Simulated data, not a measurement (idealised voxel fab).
The following is a process module called voxel air gaps.
Cross-section cut: width 235 nm, square cells of 5 nm.
Heads up, the way a cross-section reads in here is a grid of square cells, handed over as bands from the top down, with every band being one or more rows of cells. A band entry consists of two parts. The first gives the height of the band's top and the height of its bottom, in nm. The rest lists the band's materials from left to right, each with its width in nm. A single material labelled with the word "throughout" fills the band from edge to edge, and the word "air" marks empty space. Note: height 0 marks the level under which the wafer is uniformly one material as received. Lowest band unbounded below, written "0 and below". Top row gets the first number, bottom row gets the second, and each row in between changes by the same step: that is how a band width like "30..40" works. When a step is marked "no modifications", none of the cells in the cross-section changed during that step. "Enclosed internal cavities" enumerates empty spaces isolated from the top, with no open way to it, that contain at least 8 cells, giving each as width x height at distance from the left edge, all three in nm. The remark found on a step's line after its settings is issued by the simulator itself and pertains to that step. "overlay nm" denotes, for a step that has a mask, the displacement of the mask to the right of its planned place, with negative values corresponding to the left.

-- So here's the lineup of process steps we planned
step 1: op RECEIVE | material Si
step 2: op CONFORMAL_DEP | material SiO2 | thk nm 15
step 3: op CONFORMAL_DEP | material SiCN | thk nm 5
step 4: op DIRECTIONAL_DEP | material SiO2 | thk nm 35
step 5: op DIRECTIONAL_DEP | material aC | thk nm 10
step 6: op PATTERN | tone open | mask id LINES | material resist | width nm 25 | pitch nm 50 | thk nm 25 | overlay nm 0
step 7: op DIRECTIONAL_ETCH | etch materials aC | depth nm 10
step 8: op STRIP | etch materials resist
step 9: op DIRECTIONAL_ETCH | etch materials SiO2 | depth nm 35
step 10: op STRIP | etch materials aC
step 11: op CONFORMAL_DEP | material TiN | thk nm 5
step 12: op FILL_DEP | material Cu | thk nm 10
step 13: op CMP | height nm 55
step 14: op EPI | material Ru | thk nm 10
step 15: op SELECTIVE_ETCH | etch materials SiO2 | depth nm 45
step 16: op CONFORMAL_DEP | material SiCN | thk nm 5

-- First of two wafers, processed according to plan

-- Cross-section of the wafer as it came to us, i.e., already through step 1
* 0 and below | Si throughout
* Enclosed internal cavities: none

-- After step 2: wafer cross-section
* 15 down to 0 | SiO2 throughout
* Under 0: no change, same as before.

-- After step 3: wafer cross-section
* 20 down to 15 | SiCN throughout
* Under 15: no change, same as before.

-- After step 4: wafer cross-section
* 55 down to 20 | SiO2 throughout
* Under 20: no change, same as before.

-- After step 5: wafer cross-section
* 65 down to 55 | aC throughout
* Under 55: no change, same as before.

-- After step 6: wafer cross-section
* 90 down to 65 | resist 55 | air 25 | resist 25 | air 25 | resist 25 | air 25 | resist 55
* Under 65: no change, same as before.

-- After step 7: wafer cross-section
* 80 down to 65 | resist 55 | air 25 | resist 25 | air 25 | resist 25 | air 25 | resist 55
* 65 down to 55 | aC 55 | air 25 | aC 25 | air 25 | aC 25 | air 25 | aC 55
* Under 55: no change, same as before.

-- After step 8: wafer cross-section
* 65 down to 55 | aC 55 | air 25 | aC 25 | air 25 | aC 25 | air 25 | aC 55
* Under 55: no change, same as before.

-- After step 9: wafer cross-section
* 65 down to 55 | aC 55 | air 25 | aC 25 | air 25 | aC 25 | air 25 | aC 55
* 55 down to 20 | SiO2 55 | air 25 | SiO2 25 | air 25 | SiO2 25 | air 25 | SiO2 55
* Under 20: no change, same as before.

-- After step 10: wafer cross-section
* 55 down to 20 | SiO2 55 | air 25 | SiO2 25 | air 25 | SiO2 25 | air 25 | SiO2 55
* Under 20: no change, same as before.

-- After step 11: wafer cross-section
* 60 down to 55 | TiN 60 | air 15 | TiN 35 | air 15 | TiN 35 | air 15 | TiN 60
* 55 down to 25 | SiO2 55 | TiN 5 | air 15 | TiN 5 | SiO2 25 | TiN 5 | air 15 | TiN 5 | SiO2 25 | TiN 5 | air 15 | TiN 5 | SiO2 55
* 25 down to 20 | SiO2 55 | TiN 25 | SiO2 25 | TiN 25 | SiO2 25 | TiN 25 | SiO2 55
* Under 20: no change, same as before.

-- After step 12: wafer cross-section
* 70 down to 60 | Cu throughout
* 60 down to 55 | TiN 60 | Cu 15 | TiN 35 | Cu 15 | TiN 35 | Cu 15 | TiN 60
* 55 down to 25 | SiO2 55 | TiN 5 | Cu 15 | TiN 5 | SiO2 25 | TiN 5 | Cu 15 | TiN 5 | SiO2 25 | TiN 5 | Cu 15 | TiN 5 | SiO2 55
* Under 25: no change, same as before.

-- After step 13: wafer cross-section
* 55 down to 25 | SiO2 55 | TiN 5 | Cu 15 | TiN 5 | SiO2 25 | TiN 5 | Cu 15 | TiN 5 | SiO2 25 | TiN 5 | Cu 15 | TiN 5 | SiO2 55
* Under 25: no change, same as before.

-- After step 14: wafer cross-section
* 65 down to 55 | air 45 | Ru 45 | air 5 | Ru 45 | air 5 | Ru 45 | air 45
* Under 55: no change, same as before.

-- After step 15: wafer cross-section
* 65 down to 55 | air 45 | Ru 45 | air 5 | Ru 45 | air 5 | Ru 45 | air 45
* 55 down to 25 | air 55 | TiN 5 | Cu 15 | TiN 5 | air 25 | TiN 5 | Cu 15 | TiN 5 | air 25 | TiN 5 | Cu 15 | TiN 5 | air 55
* 25 down to 20 | air 55 | TiN 25 | air 25 | TiN 25 | air 25 | TiN 25 | air 55
* Under 20: no change, same as before.

-- After step 16: wafer cross-section
* 70 down to 65 | air 40 | SiCN 155 | air 40
* 65 down to 55 | air 40 | SiCN 5 | Ru 45 | SiCN 5 | Ru 45 | SiCN 5 | Ru 45 | SiCN 5 | air 40
* 55 down to 50 | air 40 | SiCN 15 | TiN 5 | Cu 15 | TiN 5 | SiCN 25 | TiN 5 | Cu 15 | TiN 5 | SiCN 25 | TiN 5 | Cu 15 | TiN 5 | SiCN 15 | air 40
* 50 down to 25 | air 50 | SiCN 5 | TiN 5 | Cu 15 | TiN 5 | SiCN 5 | air 15 | SiCN 5 | TiN 5 | Cu 15 | TiN 5 | SiCN 5 | air 15 | SiCN 5 | TiN 5 | Cu 15 | TiN 5 | SiCN 5 | air 50
* 25 down to 20 | SiCN 55 | TiN 25 | SiCN 25 | TiN 25 | SiCN 25 | TiN 25 | SiCN 55
* Under 20: no change, same as before.
* Enclosed internal cavities: 15 x 25 at 85; 15 x 25 at 135

-- The remaining wafer, second of the two, started like the first and was run to the same plan, except that one mistake was made along the way; the two coincide through step 5, inclusive

-- Second wafer profile in section, at the moment step 6 of the plan was meant to be complete
* 90 down to 65 | air 55 | resist 25 | air 25 | resist 25 | air 25 | resist 25 | air 55
* Under 65: no change, same as before.

-- Second wafer profile in section, at the moment step 7 of the plan was meant to be complete
* 80 down to 65 | air 55 | resist 25 | air 25 | resist 25 | air 25 | resist 25 | air 55
* 65 down to 55 | air 55 | aC 25 | air 25 | aC 25 | air 25 | aC 25 | air 55
* Under 55: no change, same as before.

-- Second wafer profile in section, at the moment step 8 of the plan was meant to be complete
* 65 down to 55 | air 55 | aC 25 | air 25 | aC 25 | air 25 | aC 25 | air 55
* Under 55: no change, same as before.

-- Second wafer profile in section, at the moment step 9 of the plan was meant to be complete
* 65 down to 55 | air 55 | aC 25 | air 25 | aC 25 | air 25 | aC 25 | air 55
* 55 down to 20 | air 55 | SiO2 25 | air 25 | SiO2 25 | air 25 | SiO2 25 | air 55
* Under 20: no change, same as before.

-- Second wafer profile in section, at the moment step 10 of the plan was meant to be complete
* 55 down to 20 | air 55 | SiO2 25 | air 25 | SiO2 25 | air 25 | SiO2 25 | air 55
* Under 20: no change, same as before.

-- Second wafer profile in section, at the moment step 11 of the plan was meant to be complete
* 60 down to 55 | air 50 | TiN 35 | air 15 | TiN 35 | air 15 | TiN 35 | air 50
* 55 down to 25 | air 50 | TiN 5 | SiO2 25 | TiN 5 | air 15 | TiN 5 | SiO2 25 | TiN 5 | air 15 | TiN 5 | SiO2 25 | TiN 5 | air 50
* 25 down to 20 | TiN 55 | SiO2 25 | TiN 25 | SiO2 25 | TiN 25 | SiO2 25 | TiN 55
* Under 20: no change, same as before.

-- Second wafer profile in section, at the moment step 12 of the plan was meant to be complete
* 70 down to 60 | Cu throughout
* 60 down to 55 | Cu 50 | TiN 35 | Cu 15 | TiN 35 | Cu 15 | TiN 35 | Cu 50
* 55 down to 25 | Cu 50 | TiN 5 | SiO2 25 | TiN 5 | Cu 15 | TiN 5 | SiO2 25 | TiN 5 | Cu 15 | TiN 5 | SiO2 25 | TiN 5 | Cu 50
* Under 25: no change, same as before.

-- Second wafer profile in section, at the moment step 13 of the plan was meant to be complete
* 55 down to 25 | Cu 50 | TiN 5 | SiO2 25 | TiN 5 | Cu 15 | TiN 5 | SiO2 25 | TiN 5 | Cu 15 | TiN 5 | SiO2 25 | TiN 5 | Cu 50
* Under 25: no change, same as before.

-- Second wafer profile in section, at the moment step 14 of the plan was meant to be complete
* 65 down to 55 | Ru 65 | air 5 | Ru 45 | air 5 | Ru 45 | air 5 | Ru 65
* Under 55: no change, same as before.

-- Second wafer profile in section, at the moment step 15 of the plan was meant to be complete
* 65 down to 55 | Ru 65 | air 5 | Ru 45 | air 5 | Ru 45 | air 5 | Ru 65
* 55 down to 25 | Cu 50 | TiN 5 | air 25 | TiN 5 | Cu 15 | TiN 5 | air 25 | TiN 5 | Cu 15 | TiN 5 | air 25 | TiN 5 | Cu 50
* 25 down to 20 | TiN 55 | air 25 | TiN 25 | air 25 | TiN 25 | air 25 | TiN 55
* Under 20: no change, same as before.

-- Second wafer profile in section, at the moment step 16 of the plan was meant to be complete
* 70 down to 65 | SiCN throughout
* 65 down to 55 | Ru 65 | SiCN 5 | Ru 45 | SiCN 5 | Ru 45 | SiCN 5 | Ru 65
* 55 down to 50 | Cu 50 | TiN 5 | SiCN 25 | TiN 5 | Cu 15 | TiN 5 | SiCN 25 | TiN 5 | Cu 15 | TiN 5 | SiCN 25 | TiN 5 | Cu 50
* 50 down to 25 | Cu 50 | TiN 5 | SiCN 5 | air 15 | SiCN 5 | TiN 5 | Cu 15 | TiN 5 | SiCN 5 | air 15 | SiCN 5 | TiN 5 | Cu 15 | TiN 5 | SiCN 5 | air 15 | SiCN 5 | TiN 5 | Cu 50
* 25 down to 20 | TiN 55 | SiCN 25 | TiN 25 | SiCN 25 | TiN 25 | SiCN 25 | TiN 55
* Under 20: no change, same as before.
* Enclosed internal cavities: 15 x 25 at 60; 15 x 25 at 110; 15 x 25 at 160
Deviation noted in wafer processing: so step 6 ended up running with a different setting than we planned, it ran as op PATTERN | tone cover | mask id LINES | material resist | width nm 25 | pitch nm 50 | thk nm 25 | overlay nm 0
The closing comparison, in cells, has the second wafer with more or fewer of some materials than the first: 102 more of Cu | 34 more of Ru | 4 fewer of SiCN | 17 more of TiN
Long story short, the first wafer ends with 2 closed voids and the second one with 3.
